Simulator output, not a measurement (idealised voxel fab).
Presented below is a process module, voxel gate over fins.
We display cut, a cross-section 250 nm in width whose square cells are each 5 nm.
Cross-sections here: square-cell grids, written as top-down lists of bands, a band being one or more rows of cells. In this notation a band is specified by the heights of its top and bottom, in that order and in nm, after which its materials appear from left to right, each paired with its width in nm. The word "full width" attached to a single material means that material fills the band from edge to edge; the word "blank" stands for empty space. Heights from 0 (as-received wafer is one material below). Bottom band endless downward, as "from 0 down". Width spec "30..40" -> top row of cells at first value, bottom row at second value, equal per-row change in between. When a step is marked "changes: none", none of the cells in the cross-section changed during that step. For the entry "Completely sealed voids", the listed items are empty spaces with no open way to the top whose size is 8 cells or more; each item follows the pattern width x height at distance, where distance is from the left edge and all three are in nm. Whatever follows a step's settings on its line is a remark the simulator itself makes about that step. Among the settings permitted on a step's line is "overlay nm"; applied to a step with a mask, it specifies the extent to which the mask lay to the right of its planned position, whereas a negative figure signifies a position to the left.
### Below is the list of planned process steps
| 1 | RECEIVE [material Si] |
| 2 | CONFORMAL_DEP [material SiN] [thk nm 5] |
| 3 | PATTERN [tone cover] [mask id FINS] [material resist] [width nm 15] [pitch nm 50] [thk nm 20] [overlay nm 0] |
| 4 | DIRECTIONAL_ETCH [etch materials SiN] [depth nm 5] |
| 5 | DIRECTIONAL_ETCH [etch materials Si] [depth nm 35] |
| 6 | STRIP [etch materials resist] |
| 7 | OXIDIZE [depth nm 5] |
| 8 | FILL_DEP [material SiO2] [thk nm 15] |
| 9 | CMP [height nm 5] |
| 10 | PATTERN [tone open] [mask id RAIL] [material resist] [width nm 15] [thk nm 20] [overlay nm 0] |
| 11 | DIRECTIONAL_ETCH [etch materials SiO2] [depth nm 35] |
| 12 | STRIP [etch materials resist] |
| 13 | CONFORMAL_DEP [material TiN] [thk nm 5] |
| 14 | FILL_DEP [material W] [thk nm 5] |
| 15 | CMP [height nm 5] |
| 16 | SELECTIVE_ETCH [etch materials W Ru TiN] [depth nm 25] |
| 17 | FILL_DEP [material SiO2] [thk nm 5] |
| 18 | CMP [height nm 5] |
| 19 | SELECTIVE_ETCH [etch materials SiO2] [depth nm 20] |
| 20 | STRIP [etch materials SiN] |
| 21 | CONFORMAL_DEP [material HfO2] [thk nm 5] |
| 22 | CONFORMAL_DEP [material TiN] [thk nm 5] |
| 23 | FILL_DEP [material W] [thk nm 10] |
| 24 | CMP [height nm 15] |
| 25 | CONFORMAL_DEP [material SiN] [thk nm 5] |
### Wafer at receipt (post step 1), cross-section
  from 0 down: Si full width
  Completely sealed voids: none
### Run as planned - first of the two wafers cross-sectioned at the end of the module
  from 20 to 15: SiN full width
  from 15 to 10: W full width
  from 10 to 5: W=60  TiN=25  W=25  TiN=25  W=25  TiN=25  W=65
  from 5 to 0: W=60  TiN=5  HfO2=15  TiN=5  W=25  TiN=5  HfO2=15  TiN=5  W=25  TiN=5  HfO2=15  TiN=5  W=65
  from 0 to -5: W=60  TiN=5  HfO2=5  Si=5  HfO2=5  TiN=5  W=25  TiN=5  HfO2=5  Si=5  HfO2=5  TiN=5  W=25  TiN=5  HfO2=5  Si=5  HfO2=5  TiN=5  W=65
  from -5 to -10: TiN=65  HfO2=5  Si=5  HfO2=5  TiN=35  HfO2=5  Si=5  HfO2=5  TiN=35  HfO2=5  Si=5  HfO2=5  TiN=70
  from -10 to -15: HfO2=70  Si=5  HfO2=45  Si=5  HfO2=45  Si=5  HfO2=75
  from -15 to -20: SiO2=70  Si=5  SiO2=45  Si=5  SiO2=45  Si=5  SiO2=75
  from -20 to -25: SiO2=70  Si=5  SiO2=15  TiN=5  W=5  TiN=5  SiO2=15  Si=5  SiO2=45  Si=5  SiO2=75
  from -25 to -30: SiO2=70  Si=5  SiO2=15  TiN=15  SiO2=15  Si=5  SiO2=45  Si=5  SiO2=75
  from -30 to -40: SiO2=70  Si=5  SiO2=45  Si=5  SiO2=45  Si=5  SiO2=75
  from -40 down: Si full width
  Completely sealed voids: none
### Second wafer through the module, sectioned at the end: same beginning and same plan as the first wafer, with one mistake in carrying it out
  from 20 to 15: SiN full width
  from 15 to 10: W full width
  from 10 to 5: W=60  TiN=25  W=25  TiN=25  W=25  TiN=25  W=65
  from 5 to 0: W=60  TiN=5  HfO2=15  TiN=5  W=25  TiN=5  HfO2=15  TiN=5  W=25  TiN=5  HfO2=15  TiN=5  W=65
  from 0 to -5: W=60  TiN=5  HfO2=5  Si=5  HfO2=5  TiN=5  W=25  TiN=5  HfO2=5  Si=5  HfO2=5  TiN=5  W=25  TiN=5  HfO2=5  Si=5  HfO2=5  TiN=5  W=65
  from -5 to -10: TiN=65  HfO2=5  Si=5  HfO2=5  TiN=35  HfO2=5  Si=5  HfO2=5  TiN=35  HfO2=5  Si=5  HfO2=5  TiN=70
  from -10 to -15: HfO2=70  Si=5  HfO2=45  Si=5  HfO2=45  Si=5  HfO2=75
  from -15 to -20: SiO2=70  Si=5  SiO2=45  Si=5  SiO2=45  Si=5  SiO2=75
  from -20 to -25: SiO2=70  Si=5  SiO2=15  TiN=5  W=5  TiN=5  SiO2=15  Si=5  SiO2=45  Si=5  SiO2=75
  from -25 to -30: SiO2=70  Si=5  SiO2=15  TiN=15  SiO2=15  Si=5  SiO2=45  Si=5  SiO2=75
  from -30 to -75: SiO2=70  Si=5  SiO2=45  Si=5  SiO2=45  Si=5  SiO2=75
  from -75 down: Si full width
  Completely sealed voids: none
Misprocessing identified: step 5 of the plan saw execution twice
Heads up, by the end the second wafer has more or fewer cells of some materials compared to the first: 329 fewer of Si; 329 more of SiO2
